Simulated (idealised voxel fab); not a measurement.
process module | voxel transistor to metal
cross-section cut | 300 nm wide | cells 5 nm
A cross-section is a grid of square cells, given in bands from the top down. A band is one or more rows of cells.
Each band's line starts with the height of the band's top and of its bottom, in nm. Then come its materials from left to right, each with its width in nm. One material with "throughout" fills the band from edge to edge. "air" is empty space.
Height 0 is the level under which the wafer as received is all one material. The lowest band goes on downwards, as in "0 down".
A width such as "30 to 40" changes by the same amount from each row of cells to the next, from the band's top row to its bottom row.
"no change" after a step means that no cell of the cross-section changed.
closed voids: empty space of 8 cells or more with no open way to the top, each as width x height at its distance from the left edge, in nm
after a step's settings: what the simulator itself notes on the step
overlay nm, on a step with a mask: how far to the right of its planned place the mask lay; to the left if negative
plan
1 op RECEIVE | material Si
2 op CONFORMAL_DEP | material SiO2 | thk nm 5
3 op CONFORMAL_DEP | material SiN | thk nm 10
4 op PATTERN | tone cover | mask id ACTIVE | material resist | width nm 100 | pitch nm 125 | thk nm 20 | overlay nm 0
5 op DIRECTIONAL_ETCH | etch materials SiN | depth nm 10
6 op DIRECTIONAL_ETCH | etch materials SiO2 | depth nm 5
7 op DIRECTIONAL_ETCH | etch materials Si | depth nm 20
8 op STRIP | etch materials resist
9 op FILL_DEP | material SiO2 | thk nm 5
10 op CMP | height nm 15
11 op SELECTIVE_ETCH | etch materials SiO2 | depth nm 5
12 op STRIP | etch materials SiN
13 op SELECTIVE_ETCH | etch materials SiO2 | depth nm 5
14 op OXIDIZE | depth nm 5
15 op DIRECTIONAL_DEP | material polySi | thk nm 25
16 op DIRECTIONAL_DEP | material SiCN | thk nm 10
17 op PATTERN | tone cover | mask id GATE | material resist | width nm 20 | pitch nm 125 | thk nm 20 | overlay nm 0
18 op DIRECTIONAL_ETCH | etch materials SiCN | depth nm 20
19 op DIRECTIONAL_ETCH | etch materials polySi | depth nm 35
20 op STRIP | etch materials resist
21 op CONFORMAL_DEP | material SiN | thk nm 10
22 op DIRECTIONAL_ETCH | etch materials SiN | depth nm 10
23 op DIRECTIONAL_ETCH | etch materials SiO2 | depth nm 5
24 op EPI | material nSi | thk nm 5
25 op FILL_DEP | material SiO2 | thk nm 5
26 op CMP | height nm 35
27 op DIRECTIONAL_DEP | material SiO2 | thk nm 10
28 op PATTERN | tone open | mask id CONTACT | material resist | width nm 25 | thk nm 20 | overlay nm 0
29 op DIRECTIONAL_ETCH | etch materials SiO2 | depth nm 45
30 op STRIP | etch materials resist
31 op CONFORMAL_DEP | material TiN | thk nm 5
32 op FILL_DEP | material W | thk nm 5
33 op CMP | height nm 45
34 op DIRECTIONAL_DEP | material TiN | thk nm 5
35 op DIRECTIONAL_DEP | material Ru | thk nm 25
36 op MASKED_ETCH | tone cover | mask id METAL_1 | width nm 15 | etch materials Ru | depth nm 25 | overlay nm 0
37 op MASKED_ETCH | tone cover | mask id METAL_1 | width nm 15 | etch materials TiN | depth nm 5 | overlay nm 0
38 op FILL_DEP | material SiO2 | thk nm 5
39 op CMP | height nm 75
40 op CONFORMAL_DEP | material SiN | thk nm 5
first wafer, as planned
as received, after step 1
  0 down: Si throughout
  closed voids: none
after step 2
  5 to 0: SiO2 throughout
  below 0: unchanged
after step 3
  15 to 5: SiN throughout
  below 5: unchanged
after step 4
  35 to 15: air 35 | resist 100 | air 25 | resist 100 | air 40
  below 15: unchanged
after step 5
  35 to 15: air 35 | resist 100 | air 25 | resist 100 | air 40
  15 to 5: air 35 | SiN 100 | air 25 | SiN 100 | air 40
  below 5: unchanged
after step 6
  35 to 15: air 35 | resist 100 | air 25 | resist 100 | air 40
  15 to 5: air 35 | SiN 100 | air 25 | SiN 100 | air 40
  5 to 0: air 35 | SiO2 100 | air 25 | SiO2 100 | air 40
  below 0: unchanged
after step 7
  35 to 15: air 35 | resist 100 | air 25 | resist 100 | air 40
  15 to 5: air 35 | SiN 100 | air 25 | SiN 100 | air 40
  5 to 0: air 35 | SiO2 100 | air 25 | SiO2 100 | air 40
  0 to -20: air 35 | Si 100 | air 25 | Si 100 | air 40
  below -20: unchanged
after step 8
  15 to 5: air 35 | SiN 100 | air 25 | SiN 100 | air 40
  below 5: unchanged
after step 9
  20 to 15: SiO2 throughout
  15 to 5: SiO2 35 | SiN 100 | SiO2 25 | SiN 100 | SiO2 40
  5 to 0: SiO2 throughout
  0 to -20: SiO2 35 | Si 100 | SiO2 25 | Si 100 | SiO2 40
  below -20: unchanged
after step 10
  15 to 5: SiO2 35 | SiN 100 | SiO2 25 | SiN 100 | SiO2 40
  below 5: unchanged
after step 11
  15 to 10: air 35 | SiN 100 | air 25 | SiN 100 | air 40
  below 10: unchanged
after step 12
  10 to 5: SiO2 35 | air 100 | SiO2 25 | air 100 | SiO2 40
  below 5: unchanged
after step 13
  5 to 0: SiO2 30 | air 110 | SiO2 15 | air 110 | SiO2 35
  below 0: unchanged
after step 14
  5 to 0: SiO2 30 | air 110 | SiO2 15 | air 110 | SiO2 35
  0 to -5: SiO2 throughout
  below -5: unchanged
after step 15
  30 to 25: polySi 30 | air 110 | polySi 15 | air 110 | polySi 35
  25 to 5: polySi throughout
  5 to 0: SiO2 30 | polySi 110 | SiO2 15 | polySi 110 | SiO2 35
  below 0: unchanged
after step 16
  40 to 35: SiCN 30 | air 110 | SiCN 15 | air 110 | SiCN 35
  35 to 30: SiCN throughout
  30 to 25: polySi 30 | SiCN 110 | polySi 15 | SiCN 110 | polySi 35
  below 25: unchanged
after step 17
  60 to 40: air 75 | resist 20 | air 105 | resist 20 | air 80
  40 to 35: SiCN 30 | air 45 | resist 20 | air 45 | SiCN 15 | air 45 | resist 20 | air 45 | SiCN 35
  below 35: unchanged
after step 18
  60 to 35: air 75 | resist 20 | air 105 | resist 20 | air 80
  35 to 30: air 75 | SiCN 20 | air 105 | SiCN 20 | air 80
  30 to 25: polySi 30 | air 45 | SiCN 20 | air 45 | polySi 15 | air 45 | SiCN 20 | air 45 | polySi 35
  below 25: unchanged
after step 19
  60 to 35: air 75 | resist 20 | air 105 | resist 20 | air 80
  35 to 25: air 75 | SiCN 20 | air 105 | SiCN 20 | air 80
  25 to 5: air 75 | polySi 20 | air 105 | polySi 20 | air 80
  5 to 0: SiO2 30 | air 45 | polySi 20 | air 45 | SiO2 15 | air 45 | polySi 20 | air 45 | SiO2 35
  below 0: unchanged
after step 20
  35 to 25: air 75 | SiCN 20 | air 105 | SiCN 20 | air 80
  below 25: unchanged
after step 21
  45 to 35: air 65 | SiN 40 | air 85 | SiN 40 | air 70
  35 to 25: air 65 | SiN 10 | SiCN 20 | SiN 10 | air 85 | SiN 10 | SiCN 20 | SiN 10 | air 70
  25 to 15: air 65 | SiN 10 | polySi 20 | SiN 10 | air 85 | SiN 10 | polySi 20 | SiN 10 | air 70
  15 to 10: SiN 40 | air 25 | SiN 10 | polySi 20 | SiN 10 | air 25 | SiN 35 | air 25 | SiN 10 | polySi 20 | SiN 10 | air 25 | SiN 45
  10 to 5: SiN 75 | polySi 20 | SiN 105 | polySi 20 | SiN 80
  5 to 0: SiO2 30 | SiN 45 | polySi 20 | SiN 45 | SiO2 15 | SiN 45 | polySi 20 | SiN 45 | SiO2 35
  below 0: unchanged
after step 22
  35 to 25: air 65 | SiN 10 | SiCN 20 | SiN 10 | air 85 | SiN 10 | SiCN 20 | SiN 10 | air 70
  25 to 5: air 65 | SiN 10 | polySi 20 | SiN 10 | air 85 | SiN 10 | polySi 20 | SiN 10 | air 70
  5 to 0: SiO2 30 | SiN 10 | air 25 | SiN 10 | polySi 20 | SiN 10 | air 25 | SiN 10 | SiO2 15 | SiN 10 | air 25 | SiN 10 | polySi 20 | SiN 10 | air 25 | SiN 10 | SiO2 35
  below 0: unchanged
after step 23
  35 to 25: air 65 | SiN 10 | SiCN 20 | SiN 10 | air 85 | SiN 10 | SiCN 20 | SiN 10 | air 70
  25 to 5: air 65 | SiN 10 | polySi 20 | SiN 10 | air 85 | SiN 10 | polySi 20 | SiN 10 | air 70
  5 to 0: air 30 | SiN 10 | air 25 | SiN 10 | polySi 20 | SiN 10 | air 25 | SiN 10 | air 15 | SiN 10 | air 25 | SiN 10 | polySi 20 | SiN 10 | air 25 | SiN 10 | air 35
  0 to -5: SiO2 40 | air 25 | SiO2 40 | air 25 | SiO2 35 | air 25 | SiO2 40 | air 25 | SiO2 45
  below -5: unchanged
after step 24
  35 to 25: air 65 | SiN 10 | SiCN 20 | SiN 10 | air 85 | SiN 10 | SiCN 20 | SiN 10 | air 70
  25 to 5: air 65 | SiN 10 | polySi 20 | SiN 10 | air 85 | SiN 10 | polySi 20 | SiN 10 | air 70
  5 to 0: air 30 | SiN 10 | air 25 | SiN 10 | polySi 20 | SiN 10 | air 25 | SiN 10 | air 15 | SiN 10 | air 25 | SiN 10 | polySi 20 | SiN 10 | air 25 | SiN 10 | air 35
  0 to -5: SiO2 40 | nSi 25 | SiO2 40 | nSi 25 | SiO2 35 | nSi 25 | SiO2 40 | nSi 25 | SiO2 45
  below -5: unchanged
after step 25
  40 to 35: SiO2 throughout
  35 to 25: SiO2 65 | SiN 10 | SiCN 20 | SiN 10 | SiO2 85 | SiN 10 | SiCN 20 | SiN 10 | SiO2 70
  25 to 5: SiO2 65 | SiN 10 | polySi 20 | SiN 10 | SiO2 85 | SiN 10 | polySi 20 | SiN 10 | SiO2 70
  5 to 0: SiO2 30 | SiN 10 | SiO2 25 | SiN 10 | polySi 20 | SiN 10 | SiO2 25 | SiN 10 | SiO2 15 | SiN 10 | SiO2 25 | SiN 10 | polySi 20 | SiN 10 | SiO2 25 | SiN 10 | SiO2 35
  below 0: unchanged
after step 26
  35 to 25: SiO2 65 | SiN 10 | SiCN 20 | SiN 10 | SiO2 85 | SiN 10 | SiCN 20 | SiN 10 | SiO2 70
  below 25: unchanged
after step 27
  45 to 35: SiO2 throughout
  below 35: unchanged
after step 28
  65 to 45: resist 45 | air 25 | resist 30 | air 25 | resist 45 | air 25 | resist 30 | air 25 | resist 50
  below 45: unchanged
after step 29
  65 to 45: resist 45 | air 25 | resist 30 | air 25 | resist 45 | air 25 | resist 30 | air 25 | resist 50
  45 to 35: SiO2 45 | air 25 | SiO2 30 | air 25 | SiO2 45 | air 25 | SiO2 30 | air 25 | SiO2 50
  35 to 25: SiO2 45 | air 20 | SiN 10 | SiCN 20 | SiN 10 | air 20 | SiO2 45 | air 20 | SiN 10 | SiCN 20 | SiN 10 | air 20 | SiO2 50
  25 to 5: SiO2 45 | air 20 | SiN 10 | polySi 20 | SiN 10 | air 20 | SiO2 45 | air 20 | SiN 10 | polySi 20 | SiN 10 | air 20 | SiO2 50
  5 to 0: SiO2 30 | SiN 10 | SiO2 5 | air 20 | SiN 10 | polySi 20 | SiN 10 | air 20 | SiO2 5 | SiN 10 | SiO2 15 | SiN 10 | SiO2 5 | air 20 | SiN 10 | polySi 20 | SiN 10 | air 20 | SiO2 5 | SiN 10 | SiO2 35
  below 0: unchanged
after step 30
  45 to 35: SiO2 45 | air 25 | SiO2 30 | air 25 | SiO2 45 | air 25 | SiO2 30 | air 25 | SiO2 50
  below 35: unchanged
after step 31
  50 to 45: TiN 50 | air 15 | TiN 40 | air 15 | TiN 55 | air 15 | TiN 40 | air 15 | TiN 55
  45 to 35: SiO2 45 | TiN 5 | air 15 to 10 | TiN 5 to 10 | SiO2 30 | TiN 5 to 10 | air 15 to 10 | TiN 5 | SiO2 45 | TiN 5 | air 15 to 10 | TiN 5 to 10 | SiO2 30 | TiN 5 to 10 | air 15 to 10 | TiN 5 | SiO2 50
  35 to 25: SiO2 45 | TiN 5 | air 10 | TiN 5 | SiN 10 | SiCN 20 | SiN 10 | TiN 5 | air 10 | TiN 5 | SiO2 45 | TiN 5 | air 10 | TiN 5 | SiN 10 | SiCN 20 | SiN 10 | TiN 5 | air 10 | TiN 5 | SiO2 50
  25 to 5: SiO2 45 | TiN 5 | air 10 | TiN 5 | SiN 10 | polySi 20 | SiN 10 | TiN 5 | air 10 | TiN 5 | SiO2 45 | TiN 5 | air 10 | TiN 5 | SiN 10 | polySi 20 | SiN 10 | TiN 5 | air 10 | TiN 5 | SiO2 50
  5 to 0: SiO2 30 | SiN 10 | SiO2 5 | TiN 20 | SiN 10 | polySi 20 | SiN 10 | TiN 20 | SiO2 5 | SiN 10 | SiO2 15 | SiN 10 | SiO2 5 | TiN 20 | SiN 10 | polySi 20 | SiN 10 | TiN 20 | SiO2 5 | SiN 10 | SiO2 35
  below 0: unchanged
after step 32
  55 to 50: W throughout
  50 to 45: TiN 50 | W 15 | TiN 40 | W 15 | TiN 55 | W 15 | TiN 40 | W 15 | TiN 55
  45 to 35: SiO2 45 | TiN 5 | W 15 to 10 | TiN 5 to 10 | SiO2 30 | TiN 5 to 10 | W 15 to 10 | TiN 5 | SiO2 45 | TiN 5 | W 15 to 10 | TiN 5 to 10 | SiO2 30 | TiN 5 to 10 | W 15 to 10 | TiN 5 | SiO2 50
  35 to 25: SiO2 45 | TiN 5 | W 10 | TiN 5 | SiN 10 | SiCN 20 | SiN 10 | TiN 5 | W 10 | TiN 5 | SiO2 45 | TiN 5 | W 10 | TiN 5 | SiN 10 | SiCN 20 | SiN 10 | TiN 5 | W 10 | TiN 5 | SiO2 50
  25 to 5: SiO2 45 | TiN 5 | W 10 | TiN 5 | SiN 10 | polySi 20 | SiN 10 | TiN 5 | W 10 | TiN 5 | SiO2 45 | TiN 5 | W 10 | TiN 5 | SiN 10 | polySi 20 | SiN 10 | TiN 5 | W 10 | TiN 5 | SiO2 50
  below 5: unchanged
after step 33
  45 to 35: SiO2 45 | TiN 5 | W 15 to 10 | TiN 5 to 10 | SiO2 30 | TiN 5 to 10 | W 15 to 10 | TiN 5 | SiO2 45 | TiN 5 | W 15 to 10 | TiN 5 to 10 | SiO2 30 | TiN 5 to 10 | W 15 to 10 | TiN 5 | SiO2 50
  below 35: unchanged
after step 34
  50 to 45: TiN throughout
  below 45: unchanged
after step 35
  75 to 50: Ru throughout
  below 50: unchanged
after step 36
  75 to 50: air 45 | Ru 15 | air 50 | Ru 15 | air 45 | Ru 15 | air 50 | Ru 15 | air 50
  below 50: unchanged
after step 37
  75 to 50: air 45 | Ru 15 | air 50 | Ru 15 | air 45 | Ru 15 | air 50 | Ru 15 | air 50
  50 to 45: air 45 | TiN 15 | air 50 | TiN 15 | air 45 | TiN 15 | air 50 | TiN 15 | air 50
  below 45: unchanged
after step 38
  80 to 75: SiO2 throughout
  75 to 50: SiO2 45 | Ru 15 | SiO2 50 | Ru 15 | SiO2 45 | Ru 15 | SiO2 50 | Ru 15 | SiO2 50
  50 to 45: SiO2 45 | TiN 15 | SiO2 50 | TiN 15 | SiO2 45 | TiN 15 | SiO2 50 | TiN 15 | SiO2 50
  below 45: unchanged
after step 39
  75 to 50: SiO2 45 | Ru 15 | SiO2 50 | Ru 15 | SiO2 45 | Ru 15 | SiO2 50 | Ru 15 | SiO2 50
  below 50: unchanged
after step 40
  80 to 75: SiN throughout
  below 75: unchanged
second wafer: like start, like plan, one mistake. Through step 10 it matches the first wafer
when step 11 should have ended
  15 to 5: SiO2 35 | air 100 | SiO2 25 | air 100 | SiO2 40
  below 5: unchanged
when step 12 should have ended
  10 to 0: SiO2 30 | air 110 | SiO2 15 | air 110 | SiO2 35
  below 0: unchanged
when step 13 should have ended
  5 to 0: SiO2 25 | air 120 | SiO2 5 | air 120 | SiO2 30
  0 to -5: SiO2 25 | air 10 | Si 100 | air 10 | SiO2 5 | air 10 | Si 100 | air 10 | SiO2 30
  below -5: unchanged
when step 14 should have ended
  5 to 0: SiO2 25 | air 120 | SiO2 5 | air 120 | SiO2 30
  0 to -5: SiO2 25 | air 10 | SiO2 100 | air 10 | SiO2 5 | air 10 | SiO2 100 | air 10 | SiO2 30
  -5 to -10: SiO2 40 | Si 90 | SiO2 35 | Si 90 | SiO2 45
  below -10: unchanged
when step 15 should have ended
  30 to 25: polySi 25 | air 120 | polySi 5 | air 120 | polySi 30
  25 to 20: polySi 25 | air 10 | polySi 100 | air 10 | polySi 5 | air 10 | polySi 100 | air 10 | polySi 30
  20 to 5: polySi throughout
  5 to 0: SiO2 25 | polySi 120 | SiO2 5 | polySi 120 | SiO2 30
  0 to -5: SiO2 25 | polySi 10 | SiO2 100 | polySi 10 | SiO2 5 | polySi 10 | SiO2 100 | polySi 10 | SiO2 30
  below -5: unchanged
when step 16 should have ended
  40 to 35: SiCN 25 | air 120 | SiCN 5 | air 120 | SiCN 30
  35 to 30: SiCN 25 | air 10 | SiCN 100 | air 10 | SiCN 5 | air 10 | SiCN 100 | air 10 | SiCN 30
  30 to 25: polySi 25 | SiCN 120 | polySi 5 | SiCN 120 | polySi 30
  25 to 20: polySi 25 | SiCN 10 | polySi 100 | SiCN 10 | polySi 5 | SiCN 10 | polySi 100 | SiCN 10 | polySi 30
  below 20: unchanged
when step 17 should have ended
  60 to 40: air 75 | resist 20 | air 105 | resist 20 | air 80
  40 to 35: SiCN 25 | air 50 | resist 20 | air 50 | SiCN 5 | air 50 | resist 20 | air 50 | SiCN 30
  below 35: unchanged
when step 18 should have ended
  60 to 35: air 75 | resist 20 | air 105 | resist 20 | air 80
  35 to 30: air 75 | SiCN 20 | air 105 | SiCN 20 | air 80
  30 to 25: polySi 25 | air 50 | SiCN 20 | air 50 | polySi 5 | air 50 | SiCN 20 | air 50 | polySi 30
  25 to 20: polySi 25 | air 10 | polySi 100 | air 10 | polySi 5 | air 10 | polySi 100 | air 10 | polySi 30
  below 20: unchanged
when step 19 should have ended
  60 to 35: air 75 | resist 20 | air 105 | resist 20 | air 80
  35 to 25: air 75 | SiCN 20 | air 105 | SiCN 20 | air 80
  25 to 5: air 75 | polySi 20 | air 105 | polySi 20 | air 80
  5 to 0: SiO2 25 | air 50 | polySi 20 | air 50 | SiO2 5 | air 50 | polySi 20 | air 50 | SiO2 30
  0 to -5: SiO2 25 | air 10 | SiO2 100 | air 10 | SiO2 5 | air 10 | SiO2 100 | air 10 | SiO2 30
  below -5: unchanged
when step 20 should have ended
  35 to 25: air 75 | SiCN 20 | air 105 | SiCN 20 | air 80
  below 25: unchanged
when step 21 should have ended
  45 to 35: air 65 | SiN 40 | air 85 | SiN 40 | air 70
  35 to 25: air 65 | SiN 10 | SiCN 20 | SiN 10 | air 85 | SiN 10 | SiCN 20 | SiN 10 | air 70
  25 to 15: air 65 | SiN 10 | polySi 20 | SiN 10 | air 85 | SiN 10 | polySi 20 | SiN 10 | air 70
  15 to 10: SiN 35 | air 30 | SiN 10 | polySi 20 | SiN 10 | air 30 | SiN 25 | air 30 | SiN 10 | polySi 20 | SiN 10 | air 30 | SiN 40
  10 to 5: SiN 75 | polySi 20 | SiN 105 | polySi 20 | SiN 80
  5 to 0: SiO2 25 | SiN 50 | polySi 20 | SiN 50 | SiO2 5 | SiN 50 | polySi 20 | SiN 50 | SiO2 30
  0 to -5: SiO2 25 | SiN 10 | SiO2 100 | SiN 10 | SiO2 5 | SiN 10 | SiO2 100 | SiN 10 | SiO2 30
  below -5: unchanged
when step 22 should have ended
  35 to 25: air 65 | SiN 10 | SiCN 20 | SiN 10 | air 85 | SiN 10 | SiCN 20 | SiN 10 | air 70
  25 to 5: air 65 | SiN 10 | polySi 20 | SiN 10 | air 85 | SiN 10 | polySi 20 | SiN 10 | air 70
  5 to 0: SiO2 25 | SiN 10 | air 30 | SiN 10 | polySi 20 | SiN 10 | air 30 | SiN 10 | SiO2 5 | SiN 10 | air 30 | SiN 10 | polySi 20 | SiN 10 | air 30 | SiN 10 | SiO2 30
  below 0: unchanged
when step 23 should have ended
  35 to 25: air 65 | SiN 10 | SiCN 20 | SiN 10 | air 85 | SiN 10 | SiCN 20 | SiN 10 | air 70
  25 to 5: air 65 | SiN 10 | polySi 20 | SiN 10 | air 85 | SiN 10 | polySi 20 | SiN 10 | air 70
  5 to 0: air 25 | SiN 10 | air 30 | SiN 10 | polySi 20 | SiN 10 | air 30 | SiN 10 | air 5 | SiN 10 | air 30 | SiN 10 | polySi 20 | SiN 10 | air 30 | SiN 10 | air 30
  0 to -5: SiO2 25 | SiN 10 | air 30 | SiO2 40 | air 30 | SiN 10 | SiO2 5 | SiN 10 | air 30 | SiO2 40 | air 30 | SiN 10 | SiO2 30
  below -5: unchanged
when step 24 should have ended
  35 to 25: air 65 | SiN 10 | SiCN 20 | SiN 10 | air 85 | SiN 10 | SiCN 20 | SiN 10 | air 70
  25 to 5: air 65 | SiN 10 | polySi 20 | SiN 10 | air 85 | SiN 10 | polySi 20 | SiN 10 | air 70
  5 to 0: air 25 | SiN 10 | air 30 | SiN 10 | polySi 20 | SiN 10 | air 30 | SiN 10 | air 5 | SiN 10 | air 30 | SiN 10 | polySi 20 | SiN 10 | air 30 | SiN 10 | air 30
  0 to -5: SiO2 25 | SiN 10 | nSi 30 | SiO2 40 | nSi 30 | SiN 10 | SiO2 5 | SiN 10 | nSi 30 | SiO2 40 | nSi 30 | SiN 10 | SiO2 30
  below -5: unchanged
when step 25 should have ended
  40 to 35: SiO2 throughout
  35 to 25: SiO2 65 | SiN 10 | SiCN 20 | SiN 10 | SiO2 85 | SiN 10 | SiCN 20 | SiN 10 | SiO2 70
  25 to 5: SiO2 65 | SiN 10 | polySi 20 | SiN 10 | SiO2 85 | SiN 10 | polySi 20 | SiN 10 | SiO2 70
  5 to 0: SiO2 25 | SiN 10 | SiO2 30 | SiN 10 | polySi 20 | SiN 10 | SiO2 30 | SiN 10 | SiO2 5 | SiN 10 | SiO2 30 | SiN 10 | polySi 20 | SiN 10 | SiO2 30 | SiN 10 | SiO2 30
  below 0: unchanged
when step 26 should have ended
  35 to 25: SiO2 65 | SiN 10 | SiCN 20 | SiN 10 | SiO2 85 | SiN 10 | SiCN 20 | SiN 10 | SiO2 70
  below 25: unchanged
when step 27 should have ended
  45 to 35: SiO2 throughout
  below 35: unchanged
when step 28 should have ended
  65 to 45: resist 45 | air 25 | resist 30 | air 25 | resist 45 | air 25 | resist 30 | air 25 | resist 50
  below 45: unchanged
when step 29 should have ended
  65 to 45: resist 45 | air 25 | resist 30 | air 25 | resist 45 | air 25 | resist 30 | air 25 | resist 50
  45 to 35: SiO2 45 | air 25 | SiO2 30 | air 25 | SiO2 45 | air 25 | SiO2 30 | air 25 | SiO2 50
  35 to 25: SiO2 45 | air 20 | SiN 10 | SiCN 20 | SiN 10 | air 20 | SiO2 45 | air 20 | SiN 10 | SiCN 20 | SiN 10 | air 20 | SiO2 50
  25 to 5: SiO2 45 | air 20 | SiN 10 | polySi 20 | SiN 10 | air 20 | SiO2 45 | air 20 | SiN 10 | polySi 20 | SiN 10 | air 20 | SiO2 50
  5 to 0: SiO2 25 | SiN 10 | SiO2 10 | air 20 | SiN 10 | polySi 20 | SiN 10 | air 20 | SiO2 10 | SiN 10 | SiO2 5 | SiN 10 | SiO2 10 | air 20 | SiN 10 | polySi 20 | SiN 10 | air 20 | SiO2 10 | SiN 10 | SiO2 30
  below 0: unchanged
when step 30 should have ended
  45 to 35: SiO2 45 | air 25 | SiO2 30 | air 25 | SiO2 45 | air 25 | SiO2 30 | air 25 | SiO2 50
  below 35: unchanged
when step 31 should have ended
  50 to 45: TiN 50 | air 15 | TiN 40 | air 15 | TiN 55 | air 15 | TiN 40 | air 15 | TiN 55
  45 to 35: SiO2 45 | TiN 5 | air 15 to 10 | TiN 5 to 10 | SiO2 30 | TiN 5 to 10 | air 15 to 10 | TiN 5 | SiO2 45 | TiN 5 | air 15 to 10 | TiN 5 to 10 | SiO2 30 | TiN 5 to 10 | air 15 to 10 | TiN 5 | SiO2 50
  35 to 25: SiO2 45 | TiN 5 | air 10 | TiN 5 | SiN 10 | SiCN 20 | SiN 10 | TiN 5 | air 10 | TiN 5 | SiO2 45 | TiN 5 | air 10 | TiN 5 | SiN 10 | SiCN 20 | SiN 10 | TiN 5 | air 10 | TiN 5 | SiO2 50
  25 to 5: SiO2 45 | TiN 5 | air 10 | TiN 5 | SiN 10 | polySi 20 | SiN 10 | TiN 5 | air 10 | TiN 5 | SiO2 45 | TiN 5 | air 10 | TiN 5 | SiN 10 | polySi 20 | SiN 10 | TiN 5 | air 10 | TiN 5 | SiO2 50
  5 to 0: SiO2 25 | SiN 10 | SiO2 10 | TiN 20 | SiN 10 | polySi 20 | SiN 10 | TiN 20 | SiO2 10 | SiN 10 | SiO2 5 | SiN 10 | SiO2 10 | TiN 20 | SiN 10 | polySi 20 | SiN 10 | TiN 20 | SiO2 10 | SiN 10 | SiO2 30
  below 0: unchanged
when step 32 should have ended
  55 to 50: W throughout
  50 to 45: TiN 50 | W 15 | TiN 40 | W 15 | TiN 55 | W 15 | TiN 40 | W 15 | TiN 55
  45 to 35: SiO2 45 | TiN 5 | W 15 to 10 | TiN 5 to 10 | SiO2 30 | TiN 5 to 10 | W 15 to 10 | TiN 5 | SiO2 45 | TiN 5 | W 15 to 10 | TiN 5 to 10 | SiO2 30 | TiN 5 to 10 | W 15 to 10 | TiN 5 | SiO2 50
  35 to 25: SiO2 45 | TiN 5 | W 10 | TiN 5 | SiN 10 | SiCN 20 | SiN 10 | TiN 5 | W 10 | TiN 5 | SiO2 45 | TiN 5 | W 10 | TiN 5 | SiN 10 | SiCN 20 | SiN 10 | TiN 5 | W 10 | TiN 5 | SiO2 50
  25 to 5: SiO2 45 | TiN 5 | W 10 | TiN 5 | SiN 10 | polySi 20 | SiN 10 | TiN 5 | W 10 | TiN 5 | SiO2 45 | TiN 5 | W 10 | TiN 5 | SiN 10 | polySi 20 | SiN 10 | TiN 5 | W 10 | TiN 5 | SiO2 50
  below 5: unchanged
when step 33 should have ended
  45 to 35: SiO2 45 | TiN 5 | W 15 to 10 | TiN 5 to 10 | SiO2 30 | TiN 5 to 10 | W 15 to 10 | TiN 5 | SiO2 45 | TiN 5 | W 15 to 10 | TiN 5 to 10 | SiO2 30 | TiN 5 to 10 | W 15 to 10 | TiN 5 | SiO2 50
  below 35: unchanged
when step 34 should have ended
  50 to 45: TiN throughout
  below 45: unchanged
when step 35 should have ended
  75 to 50: Ru throughout
  below 50: unchanged
when step 36 should have ended
  75 to 50: air 45 | Ru 15 | air 50 | Ru 15 | air 45 | Ru 15 | air 50 | Ru 15 | air 50
  below 50: unchanged
when step 37 should have ended
  75 to 50: air 45 | Ru 15 | air 50 | Ru 15 | air 45 | Ru 15 | air 50 | Ru 15 | air 50
  50 to 45: air 45 | TiN 15 | air 50 | TiN 15 | air 45 | TiN 15 | air 50 | TiN 15 | air 50
  below 45: unchanged
when step 38 should have ended
  80 to 75: SiO2 throughout
  75 to 50: SiO2 45 | Ru 15 | SiO2 50 | Ru 15 | SiO2 45 | Ru 15 | SiO2 50 | Ru 15 | SiO2 50
  50 to 45: SiO2 45 | TiN 15 | SiO2 50 | TiN 15 | SiO2 45 | TiN 15 | SiO2 50 | TiN 15 | SiO2 50
  below 45: unchanged
when step 39 should have ended
  75 to 50: SiO2 45 | Ru 15 | SiO2 50 | Ru 15 | SiO2 45 | Ru 15 | SiO2 50 | Ru 15 | SiO2 50
  below 50: unchanged
when step 40 should have ended
  80 to 75: SiN throughout
  below 75: unchanged
what went wrong: steps 11 and 12 were swapped
at the end the second wafer has, in cells: 4 fewer of Si | 8 more of SiN | 8 fewer of SiO2 | 4 more of nSi
